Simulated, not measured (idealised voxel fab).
process module | voxel ribs on slabs
cross-section cut | 175 nm wide | cells 5 nm
A cross-section is a grid of square cells, given in bands from the top down. A band is one or more rows of cells.
Each band's line starts with the height of the band's top and of its bottom, in nm. Then come its materials from left to right, each with its width in nm. One material with "throughout" fills the band from edge to edge. "air" is empty space.
Height 0 is the level under which the wafer as received is all one material. The lowest band goes on downwards, as in "0 down".
A width such as "30 to 40" changes by the same amount from each row of cells to the next, from the band's top row to its bottom row.
"no change" after a step means that no cell of the cross-section changed.
closed voids: empty space of 8 cells or more with no open way to the top, each as width x height at its distance from the left edge, in nm
after a step's settings: what the simulator itself notes on the step
overlay nm, on a step with a mask: how far to the right of its planned place the mask lay; to the left if negative
plan
1 op RECEIVE | material Si
2 op DIRECTIONAL_DEP | material SiO2 | thk nm 30
3 op DIRECTIONAL_DEP | material SiN | thk nm 20
4 op PATTERN | tone cover | mask id RIB | material resist | width nm 20 | thk nm 20 | overlay nm 0
5 op DIRECTIONAL_ETCH | etch materials SiN | depth nm 15
6 op STRIP | etch materials resist
7 op PATTERN | tone cover | mask id SLAB | material resist | width nm 60 | thk nm 20 | overlay nm 0
8 op DIRECTIONAL_ETCH | etch materials SiN | depth nm 5
9 op STRIP | etch materials resist
10 op FILL_DEP | material SiO2 | thk nm 15
11 op CMP | height nm 60
12 op DIRECTIONAL_DEP | material TiN | thk nm 10
13 op DIRECTIONAL_DEP | material aC | thk nm 10
14 op PATTERN | tone cover | mask id HEATER | material resist | width nm 30 | thk nm 25 | overlay nm 0
15 op DIRECTIONAL_ETCH | etch materials aC | depth nm 10
16 op STRIP | etch materials resist
17 op DIRECTIONAL_ETCH | etch materials TiN | depth nm 10
18 op STRIP | etch materials aC
19 op CONFORMAL_DEP | material SiN | thk nm 5
as received, after step 1
  0 down: Si throughout
  closed voids: none
a wafer at the end: this start, this plan, one mistake
  75 to 70: air 60 | SiN 50 | air 65
  70 to 65: air 60 | SiN 5 | TiN 40 | SiN 5 | air 65
  65 to 60: SiN 65 | TiN 40 | SiN 70
  60 to 50: SiO2 throughout
  50 to 35: SiO2 75 | SiN 20 | SiO2 80
  35 to 30: SiO2 55 | SiN 60 | SiO2 60
  30 to 0: SiO2 throughout
  0 down: Si throughout
  closed voids: none
what went wrong: step 14 ran as: op PATTERN | tone cover | mask id HEATER | material resist | width nm 40 | thk nm 25 | overlay nm 0
